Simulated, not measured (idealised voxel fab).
process module | voxel wiring stack
Square cells of 5 nm make up the cross-section cut, whose width is 265 nm.
Square cells in a grid make up a cross-section in this document, and the grid is given as bands, listed from the top down, each one or more rows of cells.
The entry gives the band's vertical extent as a top height and a bottom height in nm, then its horizontal make-up as materials from left to right, each with a width in nm. "air" stands for empty space; a single material marked "throughout" fills the band edge to edge.
Height datum 0, below which the as-received substrate wafer is one material. Lowest band open at the bottom, running downward: "0 -> down".
Per-row width for "30..40": begins at first number (top row of band), ends at second number (bottom row), increment between rows held constant.
When a step is marked "remained the same", none of the cells in the cross-section changed during that step.
"Enclosed void entries" means: voids of 8 cells or more that are shut off from the top with no open way through. Written width x height at distance, distance from the left edge, in nm.
Where a step's line continues beyond its settings, the continuation is a remark by the simulator itself on that step.
You can add "overlay nm" to a step's line. For a step with a mask, it describes how far the mask lay to the right of its planned position, and a negative number describes a lay to the left.
Set out below are the planned steps of the process
- 1: RECEIVE [material Si]
- 2: CONFORMAL_DEP [material SiO2] [thk nm 10]
- 3: CONFORMAL_DEP [material SiN] [thk nm 5]
- 4: DIRECTIONAL_DEP [material SiO2] [thk nm 15]
- 5: DIRECTIONAL_DEP [material aC] [thk nm 10]
- 6: PATTERN [tone open] [mask id METAL_1] [material resist] [width nm 20] [pitch nm 45] [thk nm 25] [overlay nm 0]
- 7: DIRECTIONAL_ETCH [etch materials aC] [depth nm 10]
- 8: STRIP [etch materials resist]
- 9: DIRECTIONAL_ETCH [etch materials SiO2] [depth nm 15]
- 10: DIRECTIONAL_ETCH [etch materials SiN] [depth nm 5]
- 11: STRIP [etch materials aC]
- 12: CONFORMAL_DEP [material TiN] [thk nm 5]
- 13: FILL_DEP [material W] [thk nm 10]
- 14: CMP [height nm 30]
- 15: CONFORMAL_DEP [material SiCN] [thk nm 5]
- 16: DIRECTIONAL_DEP [material SiO2] [thk nm 35]
- 17: DIRECTIONAL_DEP [material aC] [thk nm 10]
- 18: PATTERN [tone open] [mask id METAL_2_HOLES] [material resist] [width nm 15] [pitch nm 90] [thk nm 30] [overlay nm 0]
- 19: DIRECTIONAL_ETCH [etch materials aC] [depth nm 10]
- 20: STRIP [etch materials resist]
- 21: DIRECTIONAL_ETCH [etch materials SiO2] [depth nm 35]
- 22: STRIP [etch materials aC]
- 23: MASKED_ETCH [tone open] [mask id METAL_2] [width nm 20] [pitch nm 45] [etch materials SiO2] [depth nm 20] [overlay nm 0]
- 24: MASKED_ETCH [tone open] [mask id METAL_2] [width nm 20] [pitch nm 45] [etch materials SiCN] [depth nm 5] [overlay nm 0]
- 25: CONFORMAL_DEP [material TiN] [thk nm 5]
- 26: FILL_DEP [material Cu] [thk nm 10]
- 27: CMP [height nm 70]
- 28: CONFORMAL_DEP [material SiCN] [thk nm 5]
- 29: DIRECTIONAL_DEP [material lowk] [thk nm 25]
- 30: PATTERN [tone open] [mask id METAL_3] [material resist] [width nm 20] [pitch nm 45] [thk nm 20] [overlay nm 0]
- 31: DIRECTIONAL_ETCH [etch materials lowk] [depth nm 15]
- 32: STRIP [etch materials resist]
- 33: MASKED_ETCH [tone open] [mask id METAL_3_HOLES] [width nm 15] [pitch nm 45] [etch materials lowk] [depth nm 10] [overlay nm 0]
- 34: MASKED_ETCH [tone open] [mask id METAL_3_HOLES] [width nm 15] [pitch nm 45] [etch materials SiCN] [depth nm 5] [overlay nm 0]
- 35: CONFORMAL_DEP [material TiN] [thk nm 5]
- 36: FILL_DEP [material Cu] [thk nm 10]
- 37: CMP [height nm 100]
- 38: CONFORMAL_DEP [material SiCN] [thk nm 5]
- 39: DIRECTIONAL_DEP [material lowk] [thk nm 25]
- 40: MASKED_ETCH [tone open] [mask id METAL_4_HOLES] [width nm 15] [pitch nm 45] [etch materials lowk] [depth nm 25] [overlay nm 0]
- 41: MASKED_ETCH [tone open] [mask id METAL_4] [width nm 20] [pitch nm 45] [etch materials lowk] [depth nm 15] [overlay nm 0]
- 42: MASKED_ETCH [tone open] [mask id METAL_4] [width nm 20] [pitch nm 45] [etch materials SiCN] [depth nm 5] [overlay nm 0]
- 43: CONFORMAL_DEP [material TiN] [thk nm 5]
- 44: FILL_DEP [material Ru] [thk nm 10]
- 45: CMP [height nm 130]
- 46: CONFORMAL_DEP [material SiCN] [thk nm 5]
Run as planned: first of two wafers
Wafer at receipt (post step 1), cross-section
> 0 -> down | Si throughout
> Enclosed void entries: none
Cross-section of the wafer subsequent to step 2
> 10 -> 0 | SiO2 throughout
> Unchanged below 0.
Cross-section of the wafer subsequent to step 3
> 15 -> 10 | SiN throughout
> Unchanged below 10.
Cross-section of the wafer subsequent to step 4
> 30 -> 15 | SiO2 throughout
> Unchanged below 15.
Cross-section of the wafer subsequent to step 5
> 40 -> 30 | aC throughout
> Unchanged below 30.
Cross-section of the wafer subsequent to step 6
> 65 -> 40 | resist (55) / air (20) / resist (25) / air (20) / resist (25) / air (20) / resist (25) / air (20) / resist (55)
> Unchanged below 40.
Cross-section of the wafer subsequent to step 7
> 55 -> 40 | resist (55) / air (20) / resist (25) / air (20) / resist (25) / air (20) / resist (25) / air (20) / resist (55)
> 40 -> 30 | aC (55) / air (20) / aC (25) / air (20) / aC (25) / air (20) / aC (25) / air (20) / aC (55)
> Unchanged below 30.
Cross-section of the wafer subsequent to step 8
> 40 -> 30 | aC (55) / air (20) / aC (25) / air (20) / aC (25) / air (20) / aC (25) / air (20) / aC (55)
> Unchanged below 30.
Cross-section of the wafer subsequent to step 9
> 40 -> 30 | aC (55) / air (20) / aC (25) / air (20) / aC (25) / air (20) / aC (25) / air (20) / aC (55)
> 30 -> 15 | SiO2 (55) / air (20) / SiO2 (25) / air (20) / SiO2 (25) / air (20) / SiO2 (25) / air (20) / SiO2 (55)
> Unchanged below 15.
Cross-section of the wafer subsequent to step 10
> 40 -> 30 | aC (55) / air (20) / aC (25) / air (20) / aC (25) / air (20) / aC (25) / air (20) / aC (55)
> 30 -> 15 | SiO2 (55) / air (20) / SiO2 (25) / air (20) / SiO2 (25) / air (20) / SiO2 (25) / air (20) / SiO2 (55)
> 15 -> 10 | SiN (55) / air (20) / SiN (25) / air (20) / SiN (25) / air (20) / SiN (25) / air (20) / SiN (55)
> Unchanged below 10.
Cross-section of the wafer subsequent to step 11
> 30 -> 15 | SiO2 (55) / air (20) / SiO2 (25) / air (20) / SiO2 (25) / air (20) / SiO2 (25) / air (20) / SiO2 (55)
> Unchanged below 15.
Cross-section of the wafer subsequent to step 12
> 35 -> 30 | TiN (60) / air (10) / TiN (35) / air (10) / TiN (35) / air (10) / TiN (35) / air (10) / TiN (60)
> 30 -> 15 | SiO2 (55) / TiN (5) / air (10) / TiN (5) / SiO2 (25) / TiN (5) / air (10) / TiN (5) / SiO2 (25) / TiN (5) / air (10) / TiN (5) / SiO2 (25) / TiN (5) / air (10) / TiN (5) / SiO2 (55)
> 15 -> 10 | SiN (55) / TiN (20) / SiN (25) / TiN (20) / SiN (25) / TiN (20) / SiN (25) / TiN (20) / SiN (55)
> Unchanged below 10.
Cross-section of the wafer subsequent to step 13
> 45 -> 35 | W throughout
> 35 -> 30 | TiN (60) / W (10) / TiN (35) / W (10) / TiN (35) / W (10) / TiN (35) / W (10) / TiN (60)
> 30 -> 15 | SiO2 (55) / TiN (5) / W (10) / TiN (5) / SiO2 (25) / TiN (5) / W (10) / TiN (5) / SiO2 (25) / TiN (5) / W (10) / TiN (5) / SiO2 (25) / TiN (5) / W (10) / TiN (5) / SiO2 (55)
> Unchanged below 15.
Cross-section of the wafer subsequent to step 14
> 30 -> 15 | SiO2 (55) / TiN (5) / W (10) / TiN (5) / SiO2 (25) / TiN (5) / W (10) / TiN (5) / SiO2 (25) / TiN (5) / W (10) / TiN (5) / SiO2 (25) / TiN (5) / W (10) / TiN (5) / SiO2 (55)
> Unchanged below 15.
Cross-section of the wafer subsequent to step 15
> 35 -> 30 | SiCN throughout
> Unchanged below 30.
Cross-section of the wafer subsequent to step 16
> 70 -> 35 | SiO2 throughout
> Unchanged below 35.
Cross-section of the wafer subsequent to step 17
> 80 -> 70 | aC throughout
> Unchanged below 70.
Cross-section of the wafer subsequent to step 18
> 110 -> 80 | resist (55) / air (15) / resist (75) / air (15) / resist (105)
> Unchanged below 80.
Cross-section of the wafer subsequent to step 19
> 100 -> 80 | resist (55) / air (15) / resist (75) / air (15) / resist (105)
> 80 -> 70 | aC (55) / air (15) / aC (75) / air (15) / aC (105)
> Unchanged below 70.
Cross-section of the wafer subsequent to step 20
> 80 -> 70 | aC (55) / air (15) / aC (75) / air (15) / aC (105)
> Unchanged below 70.
Cross-section of the wafer subsequent to step 21
> 80 -> 70 | aC (55) / air (15) / aC (75) / air (15) / aC (105)
> 70 -> 35 | SiO2 (55) / air (15) / SiO2 (75) / air (15) / SiO2 (105)
> Unchanged below 35.
Cross-section of the wafer subsequent to step 22
> 70 -> 35 | SiO2 (55) / air (15) / SiO2 (75) / air (15) / SiO2 (105)
> Unchanged below 35.
Cross-section of the wafer subsequent to step 23
> 70 -> 50 | SiO2 (55) / air (20) / SiO2 (25) / air (20) / SiO2 (25) / air (20) / SiO2 (25) / air (20) / SiO2 (55)
> Unchanged below 50.
Cross-section of the wafer subsequent to step 24
> 70 -> 50 | SiO2 (55) / air (20) / SiO2 (25) / air (20) / SiO2 (25) / air (20) / SiO2 (25) / air (20) / SiO2 (55)
> 50 -> 35 | SiO2 (55) / air (15) / SiO2 (75) / air (15) / SiO2 (105)
> 35 -> 30 | SiCN (55) / air (15) / SiCN (75) / air (15) / SiCN (105)
> Unchanged below 30.
Cross-section of the wafer subsequent to step 25
> 75 -> 70 | TiN (60) / air (10) / TiN (35) / air (10) / TiN (35) / air (10) / TiN (35) / air (10) / TiN (60)
> 70 -> 55 | SiO2 (55) / TiN (5) / air (10) / TiN (5) / SiO2 (25) / TiN (5) / air (10) / TiN (5) / SiO2 (25) / TiN (5) / air (10) / TiN (5) / SiO2 (25) / TiN (5) / air (10) / TiN (5) / SiO2 (55)
> 55 -> 50 | SiO2 (55) / TiN (5) / air (5) / TiN (10) / SiO2 (25) / TiN (20) / SiO2 (25) / TiN (5) / air (5) / TiN (10) / SiO2 (25) / TiN (20) / SiO2 (55)
> 50 -> 35 | SiO2 (55) / TiN (5) / air (5) / TiN (5) / SiO2 (75) / TiN (5) / air (5) / TiN (5) / SiO2 (105)
> 35 -> 30 | SiCN (55) / TiN (15) / SiCN (75) / TiN (15) / SiCN (105)
> Unchanged below 30.
Cross-section of the wafer subsequent to step 26
> 85 -> 75 | Cu throughout
> 75 -> 70 | TiN (60) / Cu (10) / TiN (35) / Cu (10) / TiN (35) / Cu (10) / TiN (35) / Cu (10) / TiN (60)
> 70 -> 55 | SiO2 (55) / TiN (5) / Cu (10) / TiN (5) / SiO2 (25) / TiN (5) / Cu (10) / TiN (5) / SiO2 (25) / TiN (5) / Cu (10) / TiN (5) / SiO2 (25) / TiN (5) / Cu (10) / TiN (5) / SiO2 (55)
> 55 -> 50 | SiO2 (55) / TiN (5) / Cu (5) / TiN (10) / SiO2 (25) / TiN (20) / SiO2 (25) / TiN (5) / Cu (5) / TiN (10) / SiO2 (25) / TiN (20) / SiO2 (55)
> 50 -> 35 | SiO2 (55) / TiN (5) / Cu (5) / TiN (5) / SiO2 (75) / TiN (5) / Cu (5) / TiN (5) / SiO2 (105)
> Unchanged below 35.
Cross-section of the wafer subsequent to step 27
> 70 -> 55 | SiO2 (55) / TiN (5) / Cu (10) / TiN (5) / SiO2 (25) / TiN (5) / Cu (10) / TiN (5) / SiO2 (25) / TiN (5) / Cu (10) / TiN (5) / SiO2 (25) / TiN (5) / Cu (10) / TiN (5) / SiO2 (55)
> Unchanged below 55.
Cross-section of the wafer subsequent to step 28
> 75 -> 70 | SiCN throughout
> Unchanged below 70.
Cross-section of the wafer subsequent to step 29
> 100 -> 75 | lowk throughout
> Unchanged below 75.
Cross-section of the wafer subsequent to step 30
> 120 -> 100 | resist (55) / air (20) / resist (25) / air (20) / resist (25) / air (20) / resist (25) / air (20) / resist (55)
> Unchanged below 100.
Cross-section of the wafer subsequent to step 31
> 120 -> 100 | resist (55) / air (20) / resist (25) / air (20) / resist (25) / air (20) / resist (25) / air (20) / resist (55)
> 100 -> 85 | lowk (55) / air (20) / lowk (25) / air (20) / lowk (25) / air (20) / lowk (25) / air (20) / lowk (55)
> Unchanged below 85.
Cross-section of the wafer subsequent to step 32
> 100 -> 85 | lowk (55) / air (20) / lowk (25) / air (20) / lowk (25) / air (20) / lowk (25) / air (20) / lowk (55)
> Unchanged below 85.
Cross-section of the wafer subsequent to step 33
> 100 -> 85 | lowk (55) / air (20) / lowk (25) / air (20) / lowk (25) / air (20) / lowk (25) / air (20) / lowk (55)
> 85 -> 75 | lowk (55) / air (15) / lowk (30) / air (15) / lowk (30) / air (15) / lowk (30) / air (15) / lowk (60)
> Unchanged below 75.
Cross-section of the wafer subsequent to step 34
> 100 -> 85 | lowk (55) / air (20) / lowk (25) / air (20) / lowk (25) / air (20) / lowk (25) / air (20) / lowk (55)
> 85 -> 75 | lowk (55) / air (15) / lowk (30) / air (15) / lowk (30) / air (15) / lowk (30) / air (15) / lowk (60)
> 75 -> 70 | SiCN (55) / air (15) / SiCN (30) / air (15) / SiCN (30) / air (15) / SiCN (30) / air (15) / SiCN (60)
> Unchanged below 70.
Cross-section of the wafer subsequent to step 35
> 105 -> 100 | TiN (60) / air (10) / TiN (35) / air (10) / TiN (35) / air (10) / TiN (35) / air (10) / TiN (60)
> 100 -> 90 | lowk (55) / TiN (5) / air (10) / TiN (5) / lowk (25) / TiN (5) / air (10) / TiN (5) / lowk (25) / TiN (5) / air (10) / TiN (5) / lowk (25) / TiN (5) / air (10) / TiN (5) / lowk (55)
> 90 -> 85 | lowk (55) / TiN (5) / air (5) / TiN (10) / lowk (25) / TiN (5) / air (5) / TiN (10) / lowk (25) / TiN (5) / air (5) / TiN (10) / lowk (25) / TiN (5) / air (5) / TiN (10) / lowk (55)
> 85 -> 75 | lowk (55) / TiN (5) / air (5) / TiN (5) / lowk (30) / TiN (5) / air (5) / TiN (5) / lowk (30) / TiN (5) / air (5) / TiN (5) / lowk (30) / TiN (5) / air (5) / TiN (5) / lowk (60)
> 75 -> 70 | SiCN (55) / TiN (15) / SiCN (30) / TiN (15) / SiCN (30) / TiN (15) / SiCN (30) / TiN (15) / SiCN (60)
> Unchanged below 70.
Cross-section of the wafer subsequent to step 36
> 115 -> 105 | Cu throughout
> 105 -> 100 | TiN (60) / Cu (10) / TiN (35) / Cu (10) / TiN (35) / Cu (10) / TiN (35) / Cu (10) / TiN (60)
> 100 -> 90 | lowk (55) / TiN (5) / Cu (10) / TiN (5) / lowk (25) / TiN (5) / Cu (10) / TiN (5) / lowk (25) / TiN (5) / Cu (10) / TiN (5) / lowk (25) / TiN (5) / Cu (10) / TiN (5) / lowk (55)
> 90 -> 85 | lowk (55) / TiN (5) / Cu (5) / TiN (10) / lowk (25) / TiN (5) / Cu (5) / TiN (10) / lowk (25) / TiN (5) / Cu (5) / TiN (10) / lowk (25) / TiN (5) / Cu (5) / TiN (10) / lowk (55)
> 85 -> 75 | lowk (55) / TiN (5) / Cu (5) / TiN (5) / lowk (30) / TiN (5) / Cu (5) / TiN (5) / lowk (30) / TiN (5) / Cu (5) / TiN (5) / lowk (30) / TiN (5) / Cu (5) / TiN (5) / lowk (60)
> Unchanged below 75.
Cross-section of the wafer subsequent to step 37
> 100 -> 90 | lowk (55) / TiN (5) / Cu (10) / TiN (5) / lowk (25) / TiN (5) / Cu (10) / TiN (5) / lowk (25) / TiN (5) / Cu (10) / TiN (5) / lowk (25) / TiN (5) / Cu (10) / TiN (5) / lowk (55)
> Unchanged below 90.
Cross-section of the wafer subsequent to step 38
> 105 -> 100 | SiCN throughout
> Unchanged below 100.
Cross-section of the wafer subsequent to step 39
> 130 -> 105 | lowk throughout
> Unchanged below 105.
Cross-section of the wafer subsequent to step 40
> 130 -> 105 | lowk (55) / air (15) / lowk (30) / air (15) / lowk (30) / air (15) / lowk (30) / air (15) / lowk (60)
> Unchanged below 105.
Cross-section of the wafer subsequent to step 41
> 130 -> 115 | lowk (55) / air (20) / lowk (25) / air (20) / lowk (25) / air (20) / lowk (25) / air (20) / lowk (55)
> Unchanged below 115.
Cross-section of the wafer subsequent to step 42
> 130 -> 115 | lowk (55) / air (20) / lowk (25) / air (20) / lowk (25) / air (20) / lowk (25) / air (20) / lowk (55)
> 115 -> 105 | lowk (55) / air (15) / lowk (30) / air (15) / lowk (30) / air (15) / lowk (30) / air (15) / lowk (60)
> 105 -> 100 | SiCN (55) / air (15) / SiCN (30) / air (15) / SiCN (30) / air (15) / SiCN (30) / air (15) / SiCN (60)
> Unchanged below 100.
Cross-section of the wafer subsequent to step 43
> 135 -> 130 | TiN (60) / air (10) / TiN (35) / air (10) / TiN (35) / air (10) / TiN (35) / air (10) / TiN (60)
> 130 -> 120 | lowk (55) / TiN (5) / air (10) / TiN (5) / lowk (25) / TiN (5) / air (10) / TiN (5) / lowk (25) / TiN (5) / air (10) / TiN (5) / lowk (25) / TiN (5) / air (10) / TiN (5) / lowk (55)
> 120 -> 115 | lowk (55) / TiN (5) / air (5) / TiN (10) / lowk (25) / TiN (5) / air (5) / TiN (10) / lowk (25) / TiN (5) / air (5) / TiN (10) / lowk (25) / TiN (5) / air (5) / TiN (10) / lowk (55)
> 115 -> 105 | lowk (55) / TiN (5) / air (5) / TiN (5) / lowk (30) / TiN (5) / air (5) / TiN (5) / lowk (30) / TiN (5) / air (5) / TiN (5) / lowk (30) / TiN (5) / air (5) / TiN (5) / lowk (60)
> 105 -> 100 | SiCN (55) / TiN (15) / SiCN (30) / TiN (15) / SiCN (30) / TiN (15) / SiCN (30) / TiN (15) / SiCN (60)
> Unchanged below 100.
Cross-section of the wafer subsequent to step 44
> 145 -> 135 | Ru throughout
> 135 -> 130 | TiN (60) / Ru (10) / TiN (35) / Ru (10) / TiN (35) / Ru (10) / TiN (35) / Ru (10) / TiN (60)
> 130 -> 120 | lowk (55) / TiN (5) / Ru (10) / TiN (5) / lowk (25) / TiN (5) / Ru (10) / TiN (5) / lowk (25) / TiN (5) / Ru (10) / TiN (5) / lowk (25) / TiN (5) / Ru (10) / TiN (5) / lowk (55)
> 120 -> 115 | lowk (55) / TiN (5) / Ru (5) / TiN (10) / lowk (25) / TiN (5) / Ru (5) / TiN (10) / lowk (25) / TiN (5) / Ru (5) / TiN (10) / lowk (25) / TiN (5) / Ru (5) / TiN (10) / lowk (55)
> 115 -> 105 | lowk (55) / TiN (5) / Ru (5) / TiN (5) / lowk (30) / TiN (5) / Ru (5) / TiN (5) / lowk (30) / TiN (5) / Ru (5) / TiN (5) / lowk (30) / TiN (5) / Ru (5) / TiN (5) / lowk (60)
> Unchanged below 105.
Cross-section of the wafer subsequent to step 45
> 130 -> 120 | lowk (55) / TiN (5) / Ru (10) / TiN (5) / lowk (25) / TiN (5) / Ru (10) / TiN (5) / lowk (25) / TiN (5) / Ru (10) / TiN (5) / lowk (25) / TiN (5) / Ru (10) / TiN (5) / lowk (55)
> Unchanged below 120.
Cross-section of the wafer subsequent to step 46
> 135 -> 130 | SiCN throughout
> Unchanged below 130.
The Second Wafer: Common Origin and Plan, One Mistake in Execution, Identical to the First Through Step 32
Second wafer profile in section, at the moment step 33 of the plan was meant to be complete
> 100 -> 90 | lowk (50) / air (25) / lowk (20) / air (25) / lowk (20) / air (25) / lowk (20) / air (25) / lowk (55)
> 90 -> 75 | lowk (55) / air (20) / lowk (25) / air (20) / lowk (25) / air (20) / lowk (25) / air (20) / lowk (55)
> Unchanged below 75.
Second wafer profile in section, at the moment step 34 of the plan was meant to be complete
> 100 -> 90 | lowk (50) / air (25) / lowk (20) / air (25) / lowk (20) / air (25) / lowk (20) / air (25) / lowk (55)
> 90 -> 75 | lowk (55) / air (20) / lowk (25) / air (20) / lowk (25) / air (20) / lowk (25) / air (20) / lowk (55)
> 75 -> 70 | SiCN (55) / air (15) / SiCN (30) / air (15) / SiCN (30) / air (15) / SiCN (30) / air (15) / SiCN (60)
> Unchanged below 70.
Second wafer profile in section, at the moment step 35 of the plan was meant to be complete
> 105 -> 100 | TiN (55) / air (15) / TiN (30) / air (15) / TiN (30) / air (15) / TiN (30) / air (15) / TiN (60)
> 100 -> 90 | lowk (50) / TiN (5..10) / air (15..10) / TiN (5) / lowk (20) / TiN (5..10) / air (15..10) / TiN (5) / lowk (20) / TiN (5..10) / air (15..10) / TiN (5) / lowk (20) / TiN (5..10) / air (15..10) / TiN (5) / lowk (55)
> 90 -> 80 | lowk (55) / TiN (5) / air (10) / TiN (5) / lowk (25) / TiN (5) / air (10) / TiN (5) / lowk (25) / TiN (5) / air (10) / TiN (5) / lowk (25) / TiN (5) / air (10) / TiN (5) / lowk (55)
> 80 -> 75 | lowk (55) / TiN (5) / air (5) / TiN (10) / lowk (25) / TiN (5) / air (5) / TiN (10) / lowk (25) / TiN (5) / air (5) / TiN (10) / lowk (25) / TiN (5) / air (5) / TiN (10) / lowk (55)
> 75 -> 70 | SiCN (55) / TiN (15) / SiCN (30) / TiN (15) / SiCN (30) / TiN (15) / SiCN (30) / TiN (15) / SiCN (60)
> Unchanged below 70.
Second wafer profile in section, at the moment step 36 of the plan was meant to be complete
> 115 -> 105 | Cu throughout
> 105 -> 100 | TiN (55) / Cu (15) / TiN (30) / Cu (15) / TiN (30) / Cu (15) / TiN (30) / Cu (15) / TiN (60)
> 100 -> 90 | lowk (50) / TiN (5..10) / Cu (15..10) / TiN (5) / lowk (20) / TiN (5..10) / Cu (15..10) / TiN (5) / lowk (20) / TiN (5..10) / Cu (15..10) / TiN (5) / lowk (20) / TiN (5..10) / Cu (15..10) / TiN (5) / lowk (55)
> 90 -> 80 | lowk (55) / TiN (5) / Cu (10) / TiN (5) / lowk (25) / TiN (5) / Cu (10) / TiN (5) / lowk (25) / TiN (5) / Cu (10) / TiN (5) / lowk (25) / TiN (5) / Cu (10) / TiN (5) / lowk (55)
> 80 -> 75 | lowk (55) / TiN (5) / Cu (5) / TiN (10) / lowk (25) / TiN (5) / Cu (5) / TiN (10) / lowk (25) / TiN (5) / Cu (5) / TiN (10) / lowk (25) / TiN (5) / Cu (5) / TiN (10) / lowk (55)
> Unchanged below 75.
Second wafer profile in section, at the moment step 37 of the plan was meant to be complete
> 100 -> 90 | lowk (50) / TiN (5..10) / Cu (15..10) / TiN (5) / lowk (20) / TiN (5..10) / Cu (15..10) / TiN (5) / lowk (20) / TiN (5..10) / Cu (15..10) / TiN (5) / lowk (20) / TiN (5..10) / Cu (15..10) / TiN (5) / lowk (55)
> Unchanged below 90.
Second wafer profile in section, at the moment step 38 of the plan was meant to be complete
> 105 -> 100 | SiCN throughout
> Unchanged below 100.
Second wafer profile in section, at the moment step 39 of the plan was meant to be complete
> 130 -> 105 | lowk throughout
> Unchanged below 105.
Second wafer profile in section, at the moment step 40 of the plan was meant to be complete
> 130 -> 105 | lowk (55) / air (15) / lowk (30) / air (15) / lowk (30) / air (15) / lowk (30) / air (15) / lowk (60)
> Unchanged below 105.
Second wafer profile in section, at the moment step 41 of the plan was meant to be complete
> 130 -> 115 | lowk (55) / air (20) / lowk (25) / air (20) / lowk (25) / air (20) / lowk (25) / air (20) / lowk (55)
> Unchanged below 115.
Second wafer profile in section, at the moment step 42 of the plan was meant to be complete
> 130 -> 115 | lowk (55) / air (20) / lowk (25) / air (20) / lowk (25) / air (20) / lowk (25) / air (20) / lowk (55)
> 115 -> 105 | lowk (55) / air (15) / lowk (30) / air (15) / lowk (30) / air (15) / lowk (30) / air (15) / lowk (60)
> 105 -> 100 | SiCN (55) / air (15) / SiCN (30) / air (15) / SiCN (30) / air (15) / SiCN (30) / air (15) / SiCN (60)
> Unchanged below 100.
Second wafer profile in section, at the moment step 43 of the plan was meant to be complete
> 135 -> 130 | TiN (60) / air (10) / TiN (35) / air (10) / TiN (35) / air (10) / TiN (35) / air (10) / TiN (60)
> 130 -> 120 | lowk (55) / TiN (5) / air (10) / TiN (5) / lowk (25) / TiN (5) / air (10) / TiN (5) / lowk (25) / TiN (5) / air (10) / TiN (5) / lowk (25) / TiN (5) / air (10) / TiN (5) / lowk (55)
> 120 -> 115 | lowk (55) / TiN (5) / air (5) / TiN (10) / lowk (25) / TiN (5) / air (5) / TiN (10) / lowk (25) / TiN (5) / air (5) / TiN (10) / lowk (25) / TiN (5) / air (5) / TiN (10) / lowk (55)
> 115 -> 105 | lowk (55) / TiN (5) / air (5) / TiN (5) / lowk (30) / TiN (5) / air (5) / TiN (5) / lowk (30) / TiN (5) / air (5) / TiN (5) / lowk (30) / TiN (5) / air (5) / TiN (5) / lowk (60)
> 105 -> 100 | SiCN (55) / TiN (15) / SiCN (30) / TiN (15) / SiCN (30) / TiN (15) / SiCN (30) / TiN (15) / SiCN (60)
> Unchanged below 100.
Second wafer profile in section, at the moment step 44 of the plan was meant to be complete
> 145 -> 135 | Ru throughout
> 135 -> 130 | TiN (60) / Ru (10) / TiN (35) / Ru (10) / TiN (35) / Ru (10) / TiN (35) / Ru (10) / TiN (60)
> 130 -> 120 | lowk (55) / TiN (5) / Ru (10) / TiN (5) / lowk (25) / TiN (5) / Ru (10) / TiN (5) / lowk (25) / TiN (5) / Ru (10) / TiN (5) / lowk (25) / TiN (5) / Ru (10) / TiN (5) / lowk (55)
> 120 -> 115 | lowk (55) / TiN (5) / Ru (5) / TiN (10) / lowk (25) / TiN (5) / Ru (5) / TiN (10) / lowk (25) / TiN (5) / Ru (5) / TiN (10) / lowk (25) / TiN (5) / Ru (5) / TiN (10) / lowk (55)
> 115 -> 105 | lowk (55) / TiN (5) / Ru (5) / TiN (5) / lowk (30) / TiN (5) / Ru (5) / TiN (5) / lowk (30) / TiN (5) / Ru (5) / TiN (5) / lowk (30) / TiN (5) / Ru (5) / TiN (5) / lowk (60)
> Unchanged below 105.
Second wafer profile in section, at the moment step 45 of the plan was meant to be complete
> 130 -> 120 | lowk (55) / TiN (5) / Ru (10) / TiN (5) / lowk (25) / TiN (5) / Ru (10) / TiN (5) / lowk (25) / TiN (5) / Ru (10) / TiN (5) / lowk (25) / TiN (5) / Ru (10) / TiN (5) / lowk (55)
> Unchanged below 120.
Second wafer profile in section, at the moment step 46 of the plan was meant to be complete
> 135 -> 130 | SiCN throughout
> Unchanged below 130.
Which mistake was made when the wafer was run? step 33 did not happen as planned, as run it was MASKED_ETCH [tone open] [mask id METAL_3_HOLES] [width nm 25] [pitch nm 45] [etch materials lowk] [depth nm 10] [overlay nm 0]
FYI, end of process, the second wafer has more or fewer cells of some materials than the first: +12 Cu, +4 TiN, -16 lowk
